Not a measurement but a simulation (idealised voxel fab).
process module | voxel released beams
cross-section cut | 160 nm wide | cells 5 nm
A cross-section is a grid of square cells, given in bands from the top down. A band is one or more rows of cells.
Each band's line starts with the height of the band's top and of its bottom, in nm. Then come its materials from left to right, each with its width in nm. One material with "throughout" fills the band from edge to edge. "air" is empty space.
Height 0 is the level under which the wafer as received is all one material. The lowest band goes on downwards, as in "0 down".
A width such as "30 to 40" changes by the same amount from each row of cells to the next, from the band's top row to its bottom row.
"no change" after a step means that no cell of the cross-section changed.
closed voids: empty space of 8 cells or more with no open way to the top, each as width x height at its distance from the left edge, in nm
after a step's settings: what the simulator itself notes on the step
overlay nm, on a step with a mask: how far to the right of its planned place the mask lay; to the left if negative
plan
1 op RECEIVE | material Si
2 op CONFORMAL_DEP | material Al2O3 | thk nm 10
3 op DIRECTIONAL_DEP | material SiO2 | thk nm 20
4 op DIRECTIONAL_DEP | material aC | thk nm 15
5 op PATTERN | tone open | mask id ANCHOR | material resist | width nm 25 | thk nm 30 | overlay nm 0
6 op DIRECTIONAL_ETCH | etch materials aC | depth nm 15
7 op STRIP | etch materials resist
8 op DIRECTIONAL_ETCH | etch materials SiO2 | depth nm 20
9 op STRIP | etch materials aC
10 op CONFORMAL_DEP | material W | thk nm 10
11 op PATTERN | tone cover | mask id BEAM | material resist | width nm 80 | thk nm 20 | overlay nm 0
12 op DIRECTIONAL_ETCH | etch materials W | depth nm 10
13 op STRIP | etch materials resist
14 op STRIP | etch materials SiO2
as received, after step 1
  0 down: Si throughout
  closed voids: none
first wafer at the end, as planned
  40 to 30: air 35 | W 15 | air 5 | W 60 | air 45
  30 to 20: air 40 | W 10 | air 5 | W 10 | air 95
  20 to 10: air 40 | W 25 | air 95
  10 to 0: Al2O3 throughout
  0 down: Si throughout
  closed voids: none
second wafer at the end: like start, like plan, one mistake
  40 to 30: air 45 | W 5 | air 5 | W 70 | air 35
  30 to 20: air 40 | W 10 | air 5 | W 10 | air 95
  20 to 10: air 40 | W 25 | air 95
  10 to 0: Al2O3 throughout
  0 down: Si throughout
  closed voids: none
what went wrong: step 11 ran as: op PATTERN | tone cover | mask id BEAM | material resist | width nm 80 | thk nm 20 | overlay nm 10
at the end the second wafer has, in cells: as many of each material as the first, in other places
